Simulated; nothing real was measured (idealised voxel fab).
The document below concerns the process module designated voxel gate over fins.
The figure presents cross-section cut, which has a width of 165 nm and is divided into square cells with an edge length of 5 nm.
Cross-section = grid of square cells, listed top down in bands; band = one or more rows. Band: top and bottom heights (nm) first, top before bottom; then materials from left to right, widths in nm. "full width" marks a sole material filling the band edge to edge. "air" denotes empty space. A quick word on heights: they are counted from 0, and under that level the wafer as it came to us is one material throughout. The lowest band is different from the rest in having no bottom; it simply continues downward, written as in "z 0 and below". The two numbers in a width such as "30 to 40" mark its ends across the band: the first belongs to the top row of cells, the second to the bottom row, and from each row to the next the width moves by the same amount. Where a step carries "changes: none", the cross-section came out of it unchanged, cell for cell. Closed-off voids of 8+ cells (no open route to the top) go in "Closed-off voids", written width x height at distance from the left edge, in nm. What comes after the settings on a step's line is commentary from the simulator itself on that step. The setting "overlay nm" may be written on the line of a step. When the step uses a mask, the value reports how far to the right of the planned place the mask lay, and a negative value reports that it lay to the left. Pairs from here to the end. Each: cross-section before one process step, cross-section after it, the latter only as far down as the lowest band that changed. Under each: the step between, and its settings. Mind that the pairs may be taken from different runs of this module on the same starting wafer; whether a pair continues from the pair above depends on its entry headed "Before step", and it does only where that entry says so.
# Before step
* z 55 to 25 | resist=75, air=15, resist=75
* z 25 to 10 | aC full width
* z 10 to 0 | SiO2=40, SiN=25, SiO2=35, SiN=25, SiO2=40
* z 0 to -30 | SiO2=40, Si=25, SiO2=35, Si=25, SiO2=40
* z -30 and below | Si full width
* Closed-off voids: none
# Post-Step Appearance
* z 40 to 25 | resist=75, air=15, resist=75
* z 25 to 10 | aC=75, air=15, aC=75
* Below 10 it's all the same as before, nothing changed down there.
* Closed-off voids: none
To go from the before cross-section above to the after cross-section, apply DIRECTIONAL_ETCH | etch materials aC | depth nm 15
Before step: see preceding pair, after cross-section.
# Post-Step Appearance
* z 25 to 10 | aC=75, air=15, aC=75
* Below 10 it's all the same as before, nothing changed down there.
* Closed-off voids: none
To go from the before cross-section above to the after cross-section, apply STRIP | etch materials resist
Before step: see preceding pair, after cross-section.
# Post-Step Appearance
* z 25 to 10 | aC=75, air=15, aC=75
* z 10 to 0 | SiO2=40, SiN=25, SiO2=10, air=15, SiO2=10, SiN=25, SiO2=40
* z 0 to -25 | SiO2=40, Si=25, SiO2=10, air=15, SiO2=10, Si=25, SiO2=40
* Below -25 it's all the same as before, nothing changed down there.
* Closed-off voids: none
To go from the before cross-section above to the after cross-section, apply DIRECTIONAL_ETCH | etch materials SiO2 | depth nm 35
Before step: see preceding pair, after cross-section.
# Post-Step Appearance
* z 10 to 0 | SiO2=40, SiN=25, SiO2=10, air=15, SiO2=10, SiN=25, SiO2=40
* Below 0 it's all the same as before, nothing changed down there.
* Closed-off voids: none
To go from the before cross-section above to the after cross-section, apply STRIP | etch materials aC
Before step: see preceding pair, after cross-section.
# Post-Step Appearance
* z 15 to 10 | TiN=80, air=5, TiN=80
* z 10 to 0 | SiO2=40, SiN=25, SiO2=10, TiN=5, air=5, TiN=5, SiO2=10, SiN=25, SiO2=40
* z 0 to -20 | SiO2=40, Si=25, SiO2=10, TiN=5, air=5, TiN=5, SiO2=10, Si=25, SiO2=40
* z -20 to -25 | SiO2=40, Si=25, SiO2=10, TiN=15, SiO2=10, Si=25, SiO2=40
* Below -25 it's all the same as before, nothing changed down there.
* Closed-off voids: none
To go from the before cross-section above to the after cross-section, apply CONFORMAL_DEP | material TiN | thk nm 5
Before step: see preceding pair, after cross-section.
# Post-Step Appearance
* z 25 to 15 | Ru full width
* z 15 to 10 | TiN=80, Ru=5, TiN=80
* z 10 to 0 | SiO2=40, SiN=25, SiO2=10, TiN=5, Ru=5, TiN=5, SiO2=10, SiN=25, SiO2=40
* z 0 to -20 | SiO2=40, Si=25, SiO2=10, TiN=5, Ru=5, TiN=5, SiO2=10, Si=25, SiO2=40
* Below -20 it's all the same as before, nothing changed down there.
* Closed-off voids: none
To go from the before cross-section above to the after cross-section, apply FILL_DEP | material Ru | thk nm 10
Before step: see preceding pair, after cross-section.
# Post-Step Appearance
* z 10 to 0 | SiO2=40, SiN=25, SiO2=10, TiN=5, Ru=5, TiN=5, SiO2=10, SiN=25, SiO2=40
* Below 0 it's all the same as before, nothing changed down there.
* Closed-off voids: none
To go from the before cross-section above to the after cross-section, apply CMP | height nm 10
Before step: see preceding pair, after cross-section.
# Post-Step Appearance
* z 10 to 0 | SiO2=40, SiN=25, SiO2=10, air=15, SiO2=10, SiN=25, SiO2=40
* z 0 to -20 | SiO2=40, Si=25, SiO2=10, air=15, SiO2=10, Si=25, SiO2=40
* Below -20 it's all the same as before, nothing changed down there.
* Closed-off voids: none
To go from the before cross-section above to the after cross-section, apply SELECTIVE_ETCH | etch materials W Ru TiN | depth nm 30
Before step: see preceding pair, after cross-section.
# Post-Step Appearance
* z 15 to 10 | SiO2 full width
* z 10 to 0 | SiO2=40, SiN=25, SiO2=35, SiN=25, SiO2=40
* z 0 to -20 | SiO2=40, Si=25, SiO2=35, Si=25, SiO2=40
* Below -20 it's all the same as before, nothing changed down there.
* Closed-off voids: none
To go from the before cross-section above to the after cross-section, apply FILL_DEP | material SiO2 | thk nm 5
Before step: see preceding pair, after cross-section.
# Post-Step Appearance
* z 10 to 0 | SiO2=40, SiN=25, SiO2=35, SiN=25, SiO2=40
* Below 0 it's all the same as before, nothing changed down there.
* Closed-off voids: none
To go from the before cross-section above to the after cross-section, apply CMP | height nm 10
Before step: see preceding pair, after cross-section.
# Post-Step Appearance
* z 10 to 0 | air=40, SiN=25, air=35, SiN=25, air=40
* z 0 to -10 | air=40, Si=25, air=35, Si=25, air=40
* Below -10 it's all the same as before, nothing changed down there.
* Closed-off voids: none
To go from the before cross-section above to the after cross-section, apply SELECTIVE_ETCH | etch materials SiO2 | depth nm 20
Before step: see preceding pair, after cross-section.
# Post-Step Appearance
* z 0 to -10 | air=40, Si=25, air=35, Si=25, air=40
* Below -10 it's all the same as before, nothing changed down there.
* Closed-off voids: none
To go from the before cross-section above to the after cross-section, apply STRIP | etch materials SiN
Before step: see preceding pair, after cross-section.
# Post-Step Appearance
* z 5 to 0 | air=35, HfO2=35, air=25, HfO2=35, air=35
* z 0 to -5 | air=35, HfO2=5, Si=25, HfO2=5, air=25, HfO2=5, Si=25, HfO2=5, air=35
* z -5 to -10 | HfO2=40, Si=25, HfO2=35, Si=25, HfO2=40
* Below -10 it's all the same as before, nothing changed down there.
* Closed-off voids: none
To go from the before cross-section above to the after cross-section, apply CONFORMAL_DEP | material HfO2 | thk nm 5
Before step: see preceding pair, after cross-section.
# Post-Step Appearance
* z 10 to 5 | air=30, TiN=45, air=15, TiN=45, air=30
* z 5 to 0 | air=30, TiN=5, HfO2=35, TiN=5, air=15, TiN=5, HfO2=35, TiN=5, air=30
* z 0 to -5 | TiN=35, HfO2=5, Si=25, HfO2=5, TiN=25, HfO2=5, Si=25, HfO2=5, TiN=35
* Below -5 it's all the same as before, nothing changed down there.
* Closed-off voids: none
To go from the before cross-section above to the after cross-section, apply CONFORMAL_DEP | material TiN | thk nm 5
Before step: see preceding pair, after cross-section.
# Post-Step Appearance
* z 20 to 10 | W full width
* z 10 to 5 | W=30, TiN=45, W=15, TiN=45, W=30
* z 5 to 0 | W=30, TiN=5, HfO2=35, TiN=5, W=15, TiN=5, HfO2=35, TiN=5, W=30
* Below 0 it's all the same as before, nothing changed down there.
* Closed-off voids: none
To go from the before cross-section above to the after cross-section, apply FILL_DEP | material W | thk nm 10
Before step: see preceding pair, after cross-section.
# Post-Step Appearance
* z 15 to 10 | W full width
* Below 10 it's all the same as before, nothing changed down there.
* Closed-off voids: none
To go from the before cross-section above to the after cross-section, apply CMP | height nm 15
Before step: see preceding pair, after cross-section.
# Post-Step Appearance
* z 20 to 15 | SiCN full width
* Below 15 it's all the same as before, nothing changed down there.
* Closed-off voids: none
To go from the before cross-section above to the after cross-section, apply CONFORMAL_DEP | material SiCN | thk nm 5
# Before step
* z 10 to 0 | SiN full width
* z 0 and below | Si full width
* Closed-off voids: none
# Post-Step Appearance
* z 30 to 10 | air=50, resist=15, air=45, resist=15, air=40
* Below 10 it's all the same as before, nothing changed down there.
* Closed-off voids: none
To go from the before cross-section above to the after cross-section, apply PATTERN | tone cover | mask id FINS | material resist | width nm 15 | pitch nm 60 | thk nm 20 | overlay nm 5
Before step: see preceding pair, after cross-section.
# Post-Step Appearance
* z 30 to 10 | air=50, resist=15, air=45, resist=15, air=40
* z 10 to 0 | air=50, SiN=15, air=45, SiN=15, air=40
* Below 0 it's all the same as before, nothing changed down there.
* Closed-off voids: none
To go from the before cross-section above to the after cross-section, apply DIRECTIONAL_ETCH | etch materials SiN | depth nm 10
Before step: see preceding pair, after cross-section.
# Post-Step Appearance
* z 30 to 10 | air=50, resist=15, air=45, resist=15, air=40
* z 10 to 0 | air=50, SiN=15, air=45, SiN=15, air=40
* z 0 to -30 | air=50, Si=15, air=45, Si=15, air=40
* Below -30 it's all the same as before, nothing changed down there.
* Closed-off voids: none
To go from the before cross-section above to the after cross-section, apply DIRECTIONAL_ETCH | etch materials Si | depth nm 30
Before step: see preceding pair, after cross-section.
# Post-Step Appearance
* z 10 to 0 | air=50, SiN=15, air=45, SiN=15, air=40
* Below 0 it's all the same as before, nothing changed down there.
* Closed-off voids: none
To go from the before cross-section above to the after cross-section, apply STRIP | etch materials resist
Before step: see preceding pair, after cross-section.
# Post-Step Appearance
* z 20 to 10 | SiO2 full width
* z 10 to 0 | SiO2=50, SiN=15, SiO2=45, SiN=15, SiO2=40
* z 0 to -30 | SiO2=50, Si=15, SiO2=45, Si=15, SiO2=40
* Below -30 it's all the same as before, nothing changed down there.
* Closed-off voids: none
To go from the before cross-section above to the after cross-section, apply FILL_DEP | material SiO2 | thk nm 10
Before step: see preceding pair, after cross-section.
# Post-Step Appearance
* z 10 to 0 | SiO2=50, SiN=15, SiO2=45, SiN=15, SiO2=40
* Below 0 it's all the same as before, nothing changed down there.
* Closed-off voids: none
To go from the before cross-section above to the after cross-section, apply CMP | height nm 10
Before step: see preceding pair, after cross-section.
# Post-Step Appearance
* z 25 to 10 | aC full width
* Below 10 it's all the same as before, nothing changed down there.
* Closed-off voids: none
To go from the before cross-section above to the after cross-section, apply DIRECTIONAL_DEP | material aC | thk nm 15
Before step: see preceding pair, after cross-section.
# Post-Step Appearance
* z 55 to 25 | resist=75, air=15, resist=75
* Below 25 it's all the same as before, nothing changed down there.
* Closed-off voids: none
To go from the before cross-section above to the after cross-section, apply PATTERN | tone open | mask id RAIL | material resist | width nm 15 | thk nm 30 | overlay nm 0
Before step: see preceding pair, after cross-section.
# Post-Step Appearance
* z 40 to 25 | resist=75, air=15, resist=75
* z 25 to 10 | aC=75, air=15, aC=75
* Below 10 it's all the same as before, nothing changed down there.
* Closed-off voids: none
To go from the before cross-section above to the after cross-section, apply DIRECTIONAL_ETCH | etch materials aC | depth nm 15
Before step: see preceding pair, after cross-section.
# Post-Step Appearance
* z 25 to 10 | aC=75, air=15, aC=75
* Below 10 it's all the same as before, nothing changed down there.
* Closed-off voids: none
To go from the before cross-section above to the after cross-section, apply STRIP | etch materials resist
Before step: see preceding pair, after cross-section.
# Post-Step Appearance
* z 25 to 10 | aC=75, air=15, aC=75
* z 10 to 0 | SiO2=50, SiN=15, SiO2=10, air=15, SiO2=20, SiN=15, SiO2=40
* z 0 to -25 | SiO2=50, Si=15, SiO2=10, air=15, SiO2=20, Si=15, SiO2=40
* Below -25 it's all the same as before, nothing changed down there.
* Closed-off voids: none
To go from the before cross-section above to the after cross-section, apply DIRECTIONAL_ETCH | etch materials SiO2 | depth nm 35
Before step: see preceding pair, after cross-section.
# Post-Step Appearance
* z 10 to 0 | SiO2=50, SiN=15, SiO2=10, air=15, SiO2=20, SiN=15, SiO2=40
* Below 0 it's all the same as before, nothing changed down there.
* Closed-off voids: none
To go from the before cross-section above to the after cross-section, apply STRIP | etch materials aC
Before step: see preceding pair, after cross-section.
# Post-Step Appearance
* z 15 to 10 | TiN=80, air=5, TiN=80
* z 10 to 0 | SiO2=50, SiN=15, SiO2=10, TiN=5, air=5, TiN=5, SiO2=20, SiN=15, SiO2=40
* z 0 to -20 | SiO2=50, Si=15, SiO2=10, TiN=5, air=5, TiN=5, SiO2=20, Si=15, SiO2=40
* z -20 to -25 | SiO2=50, Si=15, SiO2=10, TiN=15, SiO2=20, Si=15, SiO2=40
* Below -25 it's all the same as before, nothing changed down there.
* Closed-off voids: none
To go from the before cross-section above to the after cross-section, apply CONFORMAL_DEP | material TiN | thk nm 5
Before step: see preceding pair, after cross-section.
# Post-Step Appearance
* z 25 to 15 | Ru full width
* z 15 to 10 | TiN=80, Ru=5, TiN=80
* z 10 to 0 | SiO2=50, SiN=15, SiO2=10, TiN=5, Ru=5, TiN=5, SiO2=20, SiN=15, SiO2=40
* z 0 to -20 | SiO2=50, Si=15, SiO2=10, TiN=5, Ru=5, TiN=5, SiO2=20, Si=15, SiO2=40
* Below -20 it's all the same as before, nothing changed down there.
* Closed-off voids: none
To go from the before cross-section above to the after cross-section, apply FILL_DEP | material Ru | thk nm 10
Before step: see preceding pair, after cross-section.
# Post-Step Appearance
* z 10 to 0 | SiO2=50, SiN=15, SiO2=10, TiN=5, Ru=5, TiN=5, SiO2=20, SiN=15, SiO2=40
* Below 0 it's all the same as before, nothing changed down there.
* Closed-off voids: none
To go from the before cross-section above to the after cross-section, apply CMP | height nm 10
Before step: see preceding pair, after cross-section.
# Post-Step Appearance
* z 10 to 0 | SiO2=50, SiN=15, SiO2=10, air=15, SiO2=20, SiN=15, SiO2=40
* z 0 to -20 | SiO2=50, Si=15, SiO2=10, air=15, SiO2=20, Si=15, SiO2=40
* Below -20 it's all the same as before, nothing changed down there.
* Closed-off voids: none
To go from the before cross-section above to the after cross-section, apply SELECTIVE_ETCH | etch materials W Ru TiN | depth nm 30
Before step: see preceding pair, after cross-section.
# Post-Step Appearance
* z 15 to 10 | SiO2 full width
* z 10 to 0 | SiO2=50, SiN=15, SiO2=45, SiN=15, SiO2=40
* z 0 to -20 | SiO2=50, Si=15, SiO2=45, Si=15, SiO2=40
* Below -20 it's all the same as before, nothing changed down there.
* Closed-off voids: none
To go from the before cross-section above to the after cross-section, apply FILL_DEP | material SiO2 | thk nm 5
Before step: see preceding pair, after cross-section.
# Post-Step Appearance
* z 10 to 0 | SiO2=50, SiN=15, SiO2=45, SiN=15, SiO2=40
* Below 0 it's all the same as before, nothing changed down there.
* Closed-off voids: none
To go from the before cross-section above to the after cross-section, apply CMP | height nm 10
Before step: see preceding pair, after cross-section.
# Post-Step Appearance
* z 10 to 0 | air=50, SiN=15, air=45, SiN=15, air=40
* z 0 to -10 | air=50, Si=15, air=45, Si=15, air=40
* Below -10 it's all the same as before, nothing changed down there.
* Closed-off voids: none
To go from the before cross-section above to the after cross-section, apply SELECTIVE_ETCH | etch materials SiO2 | depth nm 20
Before step: see preceding pair, after cross-section.
# Post-Step Appearance
* z 0 to -10 | air=50, Si=15, air=45, Si=15, air=40
* Below -10 it's all the same as before, nothing changed down there.
* Closed-off voids: none
To go from the before cross-section above to the after cross-section, apply STRIP | etch materials SiN
Before step: see preceding pair, after cross-section.
# Post-Step Appearance
* z 5 to 0 | air=45, HfO2=25, air=35, HfO2=25, air=35
* z 0 to -5 | air=45, HfO2=5, Si=15, HfO2=5, air=35, HfO2=5, Si=15, HfO2=5, air=35
* z -5 to -10 | HfO2=50, Si=15, HfO2=45, Si=15, HfO2=40
* Below -10 it's all the same as before, nothing changed down there.
* Closed-off voids: none
To go from the before cross-section above to the after cross-section, apply CONFORMAL_DEP | material HfO2 | thk nm 5
Before step: see preceding pair, after cross-section.
# Post-Step Appearance
* z 10 to 5 | air=40, TiN=35, air=25, TiN=35, air=30
* z 5 to 0 | air=40, TiN=5, HfO2=25, TiN=5, air=25, TiN=5, HfO2=25, TiN=5, air=30
* z 0 to -5 | TiN=45, HfO2=5, Si=15, HfO2=5, TiN=35, HfO2=5, Si=15, HfO2=5, TiN=35
* Below -5 it's all the same as before, nothing changed down there.
* Closed-off voids: none
To go from the before cross-section above to the after cross-section, apply CONFORMAL_DEP | material TiN | thk nm 5
Before step: see preceding pair, after cross-section.
# Post-Step Appearance
* z 20 to 10 | W full width
* z 10 to 5 | W=40, TiN=35, W=25, TiN=35, W=30
* z 5 to 0 | W=40, TiN=5, HfO2=25, TiN=5, W=25, TiN=5, HfO2=25, TiN=5, W=30
* Below 0 it's all the same as before, nothing changed down there.
* Closed-off voids: none
To go from the before cross-section above to the after cross-section, apply FILL_DEP | material W | thk nm 10
Before step: see preceding pair, after cross-section.
# Post-Step Appearance
* z 15 to 10 | W full width
* Below 10 it's all the same as before, nothing changed down there.
* Closed-off voids: none
To go from the before cross-section above to the after cross-section, apply CMP | height nm 15
Before step: see preceding pair, after cross-section.
# Post-Step Appearance
* z 20 to 15 | SiCN full width
* Below 15 it's all the same as before, nothing changed down there.
* Closed-off voids: none
To go from the before cross-section above to the after cross-section, apply CONFORMAL_DEP | material SiCN | thk nm 5
# Before step
* z 0 to -10 | air=45, Si=15, air=45, Si=15, air=45
* z -10 to -20 | SiO2=45, Si=15, SiO2=45, Si=15, SiO2=45
* z -20 to -25 | SiO2=45, Si=15, SiO2=15, TiN=15, SiO2=15, Si=15, SiO2=45
* z -25 to -30 | SiO2=45, Si=15, SiO2=45, Si=15, SiO2=45
* z -30 and below | Si full width
* Closed-off voids: none
# Post-Step Appearance
* z 5 to 0 | air=40, Ru=25, air=35, Ru=25, air=40
* z 0 to -5 | air=40, Ru=5, Si=15, Ru=5, air=35, Ru=5, Si=15, Ru=5, air=40
* z -5 to -10 | Ru=45, Si=15, Ru=45, Si=15, Ru=45
* Below -10 it's all the same as before, nothing changed down there.
* Closed-off voids: none
To go from the before cross-section above to the after cross-section, apply CONFORMAL_DEP | material Ru | thk nm 5
Before step: see preceding pair, after cross-section.
# Post-Step Appearance
* z 10 to 5 | air=35, TiN=35, air=25, TiN=35, air=35
* z 5 to 0 | air=35, TiN=5, Ru=25, TiN=5, air=25, TiN=5, Ru=25, TiN=5, air=35
* z 0 to -5 | TiN=40, Ru=5, Si=15, Ru=5, TiN=35, Ru=5, Si=15, Ru=5, TiN=40
* Below -5 it's all the same as before, nothing changed down there.
* Closed-off voids: none
To go from the before cross-section above to the after cross-section, apply CONFORMAL_DEP | material TiN | thk nm 5
Before step: see preceding pair, after cross-section.
# Post-Step Appearance
* z 20 to 10 | W full width
* z 10 to 5 | W=35, TiN=35, W=25, TiN=35, W=35
* z 5 to 0 | W=35, TiN=5, Ru=25, TiN=5, W=25, TiN=5, Ru=25, TiN=5, W=35
* Below 0 it's all the same as before, nothing changed down there.
* Closed-off voids: none
To go from the before cross-section above to the after cross-section, apply FILL_DEP | material W | thk nm 10
Before step: see preceding pair, after cross-section.
# Post-Step Appearance
* z 15 to 10 | W full width
* Below 10 it's all the same as before, nothing changed down there.
* Closed-off voids: none
To go from the before cross-section above to the after cross-section, apply CMP | height nm 15
Before step: see preceding pair, after cross-section.
# Post-Step Appearance
* z 20 to 15 | SiCN full width
* Below 15 it's all the same as before, nothing changed down there.
* Closed-off voids: none
To go from the before cross-section above to the after cross-section, apply CONFORMAL_DEP | material SiCN | thk nm 5
# Before step
* z 10 to 0 | SiN full width
* z 0 and below | Si full width
* Closed-off voids: none
# Post-Step Appearance
* z 30 to 10 | resist=45, air=15, resist=45, air=15, resist=45
* Below 10 it's all the same as before, nothing changed down there.
* Closed-off voids: none
To go from the before cross-section above to the after cross-section, apply PATTERN | tone open | mask id FINS | material resist | width nm 15 | pitch nm 60 | thk nm 20 | overlay nm 0
Before step: see preceding pair, after cross-section.
# Post-Step Appearance
* z 30 to 10 | resist=45, air=15, resist=45, air=15, resist=45
* z 10 to 0 | SiN=45, air=15, SiN=45, air=15, SiN=45
* Below 0 it's all the same as before, nothing changed down there.
* Closed-off voids: none
To go from the before cross-section above to the after cross-section, apply DIRECTIONAL_ETCH | etch materials SiN | depth nm 10
Before step: see preceding pair, after cross-section.
# Post-Step Appearance
* z 30 to 10 | resist=45, air=15, resist=45, air=15, resist=45
* z 10 to 0 | SiN=45, air=15, SiN=45, air=15, SiN=45
* z 0 to -30 | Si=45, air=15, Si=45, air=15, Si=45
* Below -30 it's all the same as before, nothing changed down there.
* Closed-off voids: none
To go from the before cross-section above to the after cross-section, apply DIRECTIONAL_ETCH | etch materials Si | depth nm 30
Before step: see preceding pair, after cross-section.
# Post-Step Appearance
* z 10 to 0 | SiN=45, air=15, SiN=45, air=15, SiN=45
* Below 0 it's all the same as before, nothing changed down there.
* Closed-off voids: none
To go from the before cross-section above to the after cross-section, apply STRIP | etch materials resist
Before step: see preceding pair, after cross-section.
# Post-Step Appearance
* z 20 to 10 | SiO2 full width
* z 10 to 0 | SiN=45, SiO2=15, SiN=45, SiO2=15, SiN=45
* z 0 to -30 | Si=45, SiO2=15, Si=45, SiO2=15, Si=45
* Below -30 it's all the same as before, nothing changed down there.
* Closed-off voids: none
To go from the before cross-section above to the after cross-section, apply FILL_DEP | material SiO2 | thk nm 10
Before step: see preceding pair, after cross-section.
# Post-Step Appearance
* z 10 to 0 | SiN=45, SiO2=15, SiN=45, SiO2=15, SiN=45
* Below 0 it's all the same as before, nothing changed down there.
* Closed-off voids: none
To go from the before cross-section above to the after cross-section, apply CMP | height nm 10
Before step: see preceding pair, after cross-section.
# Post-Step Appearance
* z 25 to 10 | aC full width
* Below 10 it's all the same as before, nothing changed down there.
* Closed-off voids: none
To go from the before cross-section above to the after cross-section, apply DIRECTIONAL_DEP | material aC | thk nm 15
Before step: see preceding pair, after cross-section.
# Post-Step Appearance
* z 55 to 25 | resist=75, air=15, resist=75
* Below 25 it's all the same as before, nothing changed down there.
* Closed-off voids: none
To go from the before cross-section above to the after cross-section, apply PATTERN | tone open | mask id RAIL | material resist | width nm 15 | thk nm 30 | overlay nm 0
Before step: see preceding pair, after cross-section.
# Post-Step Appearance
* z 40 to 25 | resist=75, air=15, resist=75
* z 25 to 10 | aC=75, air=15, aC=75
* Below 10 it's all the same as before, nothing changed down there.
* Closed-off voids: none
To go from the before cross-section above to the after cross-section, apply DIRECTIONAL_ETCH | etch materials aC | depth nm 15
Before step: see preceding pair, after cross-section.
# Post-Step Appearance
* z 25 to 10 | aC=75, air=15, aC=75
* Below 10 it's all the same as before, nothing changed down there.
* Closed-off voids: none
To go from the before cross-section above to the after cross-section, apply STRIP | etch materials resist
Before step: see preceding pair, after cross-section.
# Post-Step Appearance
* z 10 to 0 | SiN=45, SiO2=15, SiN=45, SiO2=15, SiN=45
* Below 0 it's all the same as before, nothing changed down there.
* Closed-off voids: none
To go from the before cross-section above to the after cross-section, apply STRIP | etch materials aC
Before step: see preceding pair, after cross-section.
# Post-Step Appearance
* z 15 to 10 | TiN full width
* Below 10 it's all the same as before, nothing changed down there.
* Closed-off voids: none
To go from the before cross-section above to the after cross-section, apply CONFORMAL_DEP | material TiN | thk nm 5
Before step: see preceding pair, after cross-section.
# Post-Step Appearance
* z 25 to 15 | Ru full width
* Below 15 it's all the same as before, nothing changed down there.
* Closed-off voids: none
To go from the before cross-section above to the after cross-section, apply FILL_DEP | material Ru | thk nm 10
Before step: see preceding pair, after cross-section.
# Post-Step Appearance
* z 10 to 0 | SiN=45, SiO2=15, SiN=45, SiO2=15, SiN=45
* Below 0 it's all the same as before, nothing changed down there.
* Closed-off voids: none
To go from the before cross-section above to the after cross-section, apply CMP | height nm 10
Before step: see preceding pair, after cross-section.
# Post-Step Appearance
* z 15 to 10 | SiO2 full width
* Below 10 it's all the same as before, nothing changed down there.
* Closed-off voids: none
To go from the before cross-section above to the after cross-section, apply FILL_DEP | material SiO2 | thk nm 5
Before step: see preceding pair, after cross-section.
# Post-Step Appearance
* z 10 to 0 | SiN=45, SiO2=15, SiN=45, SiO2=15, SiN=45
* Below 0 it's all the same as before, nothing changed down there.
* Closed-off voids: none
To go from the before cross-section above to the after cross-section, apply CMP | height nm 10
Before step: see preceding pair, after cross-section.
# Post-Step Appearance
* z 10 to 0 | SiN=45, air=15, SiN=45, air=15, SiN=45
* z 0 to -10 | Si=45, air=15, Si=45, air=15, Si=45
* Below -10 it's all the same as before, nothing changed down there.
* Closed-off voids: none
To go from the before cross-section above to the after cross-section, apply SELECTIVE_ETCH | etch materials SiO2 | depth nm 20
Before step: see preceding pair, after cross-section.
# Post-Step Appearance
* z 0 to -10 | Si=45, air=15, Si=45, air=15, Si=45
* Below -10 it's all the same as before, nothing changed down there.
* Closed-off voids: none
To go from the before cross-section above to the after cross-section, apply STRIP | etch materials SiN
Before step: see preceding pair, after cross-section.
# Post-Step Appearance
* z 5 to 0 | HfO2=50, air=5, HfO2=55, air=5, HfO2=50
* z 0 to -5 | Si=45, HfO2=5, air=5, HfO2=5, Si=45, HfO2=5, air=5, HfO2=5, Si=45
* z -5 to -10 | Si=45, HfO2=15, Si=45, HfO2=15, Si=45
* Below -10 it's all the same as before, nothing changed down there.
* Closed-off voids: none
To go from the before cross-section above to the after cross-section, apply CONFORMAL_DEP | material HfO2 | thk nm 5
Before step: see preceding pair, after cross-section.
# Post-Step Appearance
* z 10 to 5 | TiN full width
* z 5 to 0 | HfO2=50, TiN=5, HfO2=55, TiN=5, HfO2=50
* z 0 to -5 | Si=45, HfO2=5, TiN=5, HfO2=5, Si=45, HfO2=5, TiN=5, HfO2=5, Si=45
* Below -5 it's all the same as before, nothing changed down there.
* Closed-off voids: none
To go from the before cross-section above to the after cross-section, apply CONFORMAL_DEP | material TiN | thk nm 5
Before step: see preceding pair, after cross-section.
# Post-Step Appearance
* z 20 to 10 | W full width
* Below 10 it's all the same as before, nothing changed down there.
* Closed-off voids: none
To go from the before cross-section above to the after cross-section, apply FILL_DEP | material W | thk nm 10
Before step: see preceding pair, after cross-section.
# Post-Step Appearance
* z 15 to 10 | W full width
* Below 10 it's all the same as before, nothing changed down there.
* Closed-off voids: none
To go from the before cross-section above to the after cross-section, apply CMP | height nm 15
Before step: see preceding pair, after cross-section.
# Post-Step Appearance
* z 20 to 15 | SiCN full width
* Below 15 it's all the same as before, nothing changed down there.
* Closed-off voids: none
To go from the before cross-section above to the after cross-section, apply CONFORMAL_DEP | material SiCN | thk nm 5
